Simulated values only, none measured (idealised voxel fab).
Proc. module: voxel self aligned vias
In the cross-section labelled cut, the width is 225 nm and each square cell is 5 nm.
Bands, listed from the top down, are how a cross-section gets written in this document; the cross-section itself is a grid of square cells, and a band is one or more rows of them.
Band entry format. Leading values: height of top, height of bottom, nm. Remainder: materials in left-to-right order, each with its width in nm. Special words: "all across" on a single material, which then fills the band edge to edge; "blank", empty space.
Counting heights begins at 0, where everything beneath is, in the wafer as received, one material. The lowest band has no bottom; it goes on downwards, as "0 down" shows.
The two numbers in a width such as "30..40" mark its ends across the band: the first belongs to the top row of cells, the second to the bottom row, and from each row to the next the width moves by the same amount.
The cross-section has no changed cell in any step marked "nothing different".
Enclosed void catalog: empty space of 8 cells or more with no open way to the top, each as width x height at its distance from the left edge, in nm
Read whatever lies past the settings on a step's line as the simulator's own remark about the step.
What "overlay nm" on a step's line means: if the step has a mask, that mask lay this far to the right of its planned place, or, when the value is negative, to the left.
The planned process steps are enumerated hereunder:
1. op RECEIVE | material Si
2. op CONFORMAL_DEP | material SiO2 | thk nm 15
3. op CONFORMAL_DEP | material SiCN | thk nm 5
4. op DIRECTIONAL_DEP | material SiO2 | thk nm 20
5. op DIRECTIONAL_DEP | material aC | thk nm 15
6. op PATTERN | tone open | mask id LINES | material resist | width nm 20 | pitch nm 50 | thk nm 35 | overlay nm 0
7. op DIRECTIONAL_ETCH | etch materials aC | depth nm 15
8. op STRIP | etch materials resist
9. op DIRECTIONAL_ETCH | etch materials SiO2 | depth nm 20
10. op STRIP | etch materials aC
11. op CONFORMAL_DEP | material TiN | thk nm 5
12. op FILL_DEP | material W | thk nm 5
13. op CMP | height nm 40
14. op SELECTIVE_ETCH | etch materials W Ru TiN | depth nm 5
15. op FILL_DEP | material SiN | thk nm 5
16. op CMP | height nm 40
17. op DIRECTIONAL_DEP | material SiO2 | thk nm 15
18. op DIRECTIONAL_DEP | material aC | thk nm 15
19. op PATTERN | tone open | mask id VIAS | material resist | width nm 30 | pitch nm 50 | thk nm 30 | overlay nm 0
20. op DIRECTIONAL_ETCH | etch materials aC | depth nm 15
21. op STRIP | etch materials resist
22. op DIRECTIONAL_ETCH | etch materials SiO2 | depth nm 15
23. op DIRECTIONAL_ETCH | etch materials SiN | depth nm 5
24. op STRIP | etch materials aC
25. op CONFORMAL_DEP | material TiN | thk nm 5
26. op FILL_DEP | material Cu | thk nm 10
27. op CMP | height nm 45
28. op CONFORMAL_DEP | material SiCN | thk nm 5
What sets these wafers apart? The height nm at step 27. They all start alike, and the plan carries the first wafer's value.
After step 1, as received: first of several wafers, cross-section:
	0 down: Si all across
	Enclosed void catalog: none
Wafer rows, end of module: cells per material gained (+) or lost (-) since receipt; closed voids last:
height nm 45 | +4 Cu | +90 SiCN | +316 SiO2 | +32 TiN | +8 W | Enclosed void catalog: none
height nm 50 | +12 Cu | +90 SiCN | +349 SiO2 | +36 TiN | +8 W | Enclosed void catalog: none
height nm 55 | +20 Cu | +90 SiCN | +382 SiO2 | +40 TiN | +8 W | Enclosed void catalog: none
height nm 60 | +28 Cu | +90 SiCN | +382 SiO2 | +77 TiN | +8 W | Enclosed void catalog: none
height nm 65 | +73 Cu | +90 SiCN | +382 SiO2 | +77 TiN | +8 W | Enclosed void catalog: none
height nm 70 | +118 Cu | +90 SiCN | +382 SiO2 | +77 TiN | +8 W | Enclosed void catalog: none
